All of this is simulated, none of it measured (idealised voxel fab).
Process module name: voxel wiring stack
This is section cut - it's 240 nm across, gridded in 5 nm square cells.
How to read a cross-section here: the picture is a grid of square cells, written as bands going from the top down, and any band can span one or more rows of cells. Within each band entry, the heights of the top and of the bottom of the band appear first, in that order and in nm; the materials of the band then follow from left to right, each with its corresponding width in nm. The designation "edge to edge" on a single material indicates that it fills the band from edge to edge; the designation "air" indicates empty space. Heights are reckoned from 0. Under this level, the received wafer is all of one material. The bottommost band is open-ended downward, for example "from 0 down". Width: "30 to 40" (first number = top row, second number = bottom row, same change from row to row of cells). Step marked "no modifications"? Then no cell in the cross-section changed in it. "Enclosed void inventory" specifies each empty space that is not open to the top and that occupies no fewer than 8 cells, using the form width x height at distance, the distance measured from the left edge and all three quantities in nm. Where a step's line continues beyond its settings, the continuation is a remark by the simulator itself on that step. When a step includes a mask, the "overlay nm" setting on its line states how far to the right of its planned place that mask lay, and negative values state how far to the left.

### Planned step list for the process
1) RECEIVE (material Si)
2) CONFORMAL_DEP (material SiO2; thk nm 15)
3) CONFORMAL_DEP (material SiN; thk nm 5)
4) DIRECTIONAL_DEP (material SiO2; thk nm 15)
5) PATTERN (tone open; mask id METAL_1; material resist; width nm 30; pitch nm 50; thk nm 20; overlay nm 0)
6) DIRECTIONAL_ETCH (etch materials SiO2; depth nm 15)
7) DIRECTIONAL_ETCH (etch materials SiN; depth nm 5)
8) STRIP (etch materials resist)
9) CONFORMAL_DEP (material TiN; thk nm 5)
10) FILL_DEP (material Cu; thk nm 10)
11) CMP (height nm 35)
12) EPI (material Ru; thk nm 5)
13) FILL_DEP (material SiCN; thk nm 5)
14) DIRECTIONAL_DEP (material lowk; thk nm 25)
15) DIRECTIONAL_DEP (material aC; thk nm 15)
16) PATTERN (tone open; mask id METAL_2; material resist; width nm 30; pitch nm 50; thk nm 35; overlay nm 0)
17) DIRECTIONAL_ETCH (etch materials aC; depth nm 15)
18) STRIP (etch materials resist)
19) DIRECTIONAL_ETCH (etch materials lowk; depth nm 15)
20) STRIP (etch materials aC)
21) PATTERN (tone open; mask id METAL_2_HOLES; material resist; width nm 15; thk nm 15; overlay nm 0)
22) DIRECTIONAL_ETCH (etch materials lowk; depth nm 10)
23) DIRECTIONAL_ETCH (etch materials SiCN; depth nm 5)
24) STRIP (etch materials resist)
25) CONFORMAL_DEP (material TiN; thk nm 5)
26) FILL_DEP (material Ru; thk nm 10)
27) CMP (height nm 70)
28) CONFORMAL_DEP (material SiN; thk nm 5)

### Cross-section of the incoming wafer, state after step 1
  from 0 down = Si edge to edge
  Enclosed void inventory: none

### The plan above was carried out on the starting structure above with one mistake, and this cross-section shows the wafer at the end of the module
  from 75 to 70 = SiN edge to edge
  from 70 to 65 = lowk: 80; TiN: 5; Ru: 5; TiN: 5; lowk: 145
  from 65 to 60 = lowk: 80; TiN: 15; lowk: 145
  from 60 to 45 = aC edge to edge
  from 45 to 40 = SiCN edge to edge
  from 40 to 35 = SiCN: 75; Ru: 40; SiCN: 10; Ru: 40; SiCN: 75
  from 35 to 20 = SiO2: 80; TiN: 5; Cu: 20; TiN: 5; SiO2: 20; TiN: 5; Cu: 20; TiN: 5; SiO2: 80
  from 20 to 15 = SiN: 80; TiN: 30; SiN: 20; TiN: 30; SiN: 80
  from 15 to 0 = SiO2 edge to edge
  from 0 down = Si edge to edge
  Enclosed void inventory: none
Diagnosis: the processing plan was not followed for steps 14 and 15, which were run with their positions exchanged
